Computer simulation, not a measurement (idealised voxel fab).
Process module, titled voxel self aligned contacts
cross-section cut | 165 nm wide | cells 5 nm
Cross-section spec: square-cell grid; bands listed top down; each band is one or more rows. The band entry comprises the height of the band's top followed by the height of its bottom, expressed in nm, and subsequently the band's materials from left to right, each stated together with its width in nm. Where a single material is marked with the word "full width", that material fills the band from edge to edge. The word "air" represents empty space. Measure heights from 0. That's the level where, below it, the as-received wafer is all one material. The lowest band is bottomless and extends downward; write it as in "0 and below". So if you see something like "30->40" for the width, read it as the top row of the band sitting at the first number and the bottom row at the second, with every row in between moving by the same amount as the last. Where a step carries "nothing was modified", the cross-section came out of it unchanged, cell for cell. This entry, "Closed void roster", enumerates those empty regions of no fewer than 8 cells that possess no open connection to the top. Each region is reported in the form width x height at distance, the distance being taken from the left edge, with all three quantities expressed in nm. Step line, after settings: the simulator's comment on this step. The setting "overlay nm" may be written on the line of a step. When the step uses a mask, the value reports how far to the right of the planned place the mask lay, and a negative value reports that it lay to the left.

## Process steps (planned)
- 1: RECEIVE | material Si
- 2: OXIDIZE | depth nm 5
- 3: DIRECTIONAL_DEP | material polySi | thk nm 30
- 4: DIRECTIONAL_DEP | material SiN | thk nm 20
- 5: DIRECTIONAL_DEP | material aC | thk nm 15
- 6: PATTERN | tone cover | mask id GATE | material resist | width nm 35 | pitch nm 70 | thk nm 30 | overlay nm 0
- 7: DIRECTIONAL_ETCH | etch materials aC | depth nm 15
- 8: STRIP | etch materials resist
- 9: DIRECTIONAL_ETCH | etch materials SiN | depth nm 20
- 10: DIRECTIONAL_ETCH | etch materials polySi | depth nm 30
- 11: STRIP | etch materials aC
- 12: CONFORMAL_DEP | material SiN | thk nm 10
- 13: DIRECTIONAL_ETCH | etch materials SiN | depth nm 10
- 14: FILL_DEP | material SiO2 | thk nm 15
- 15: CMP | height nm 60
- 16: DIRECTIONAL_DEP | material aC | thk nm 15
- 17: PATTERN | tone open | mask id CONTACT | material resist | width nm 45 | thk nm 30 | overlay nm 0
- 18: DIRECTIONAL_ETCH | etch materials aC | depth nm 15
- 19: STRIP | etch materials resist
- 20: DIRECTIONAL_ETCH | etch materials SiO2 | depth nm 65
- 21: STRIP | etch materials aC
- 22: CONFORMAL_DEP | material TiN | thk nm 5
- 23: FILL_DEP | material Ru | thk nm 10
- 24: CMP | height nm 60
- 25: CONFORMAL_DEP | material SiCN | thk nm 5

## Cross-section, incoming material, after step 1
> 0 and below: Si full width
> Closed void roster: none

## Module complete, cross-section. Starting point and plan per above. One mistake made in running the module
> 65 down to 60: SiCN full width
> 60 down to 50: 60 nm SiO2; 5->20 nm TiN; 35->5 nm Ru; 5->20 nm TiN; 60 nm SiO2
> 50 down to 30: 20 nm SiO2; 55 nm SiN; 5 nm TiN; 5 nm Ru; 5 nm TiN; 55 nm SiN; 20 nm SiO2
> 30 down to 25: 75 nm SiO2; 15 nm TiN; 75 nm SiO2
> 25 down to 0: polySi full width
> 0 and below: Si full width
> Closed void roster: none
What was the processing mistake? swap of plan steps 2 and 3 during execution
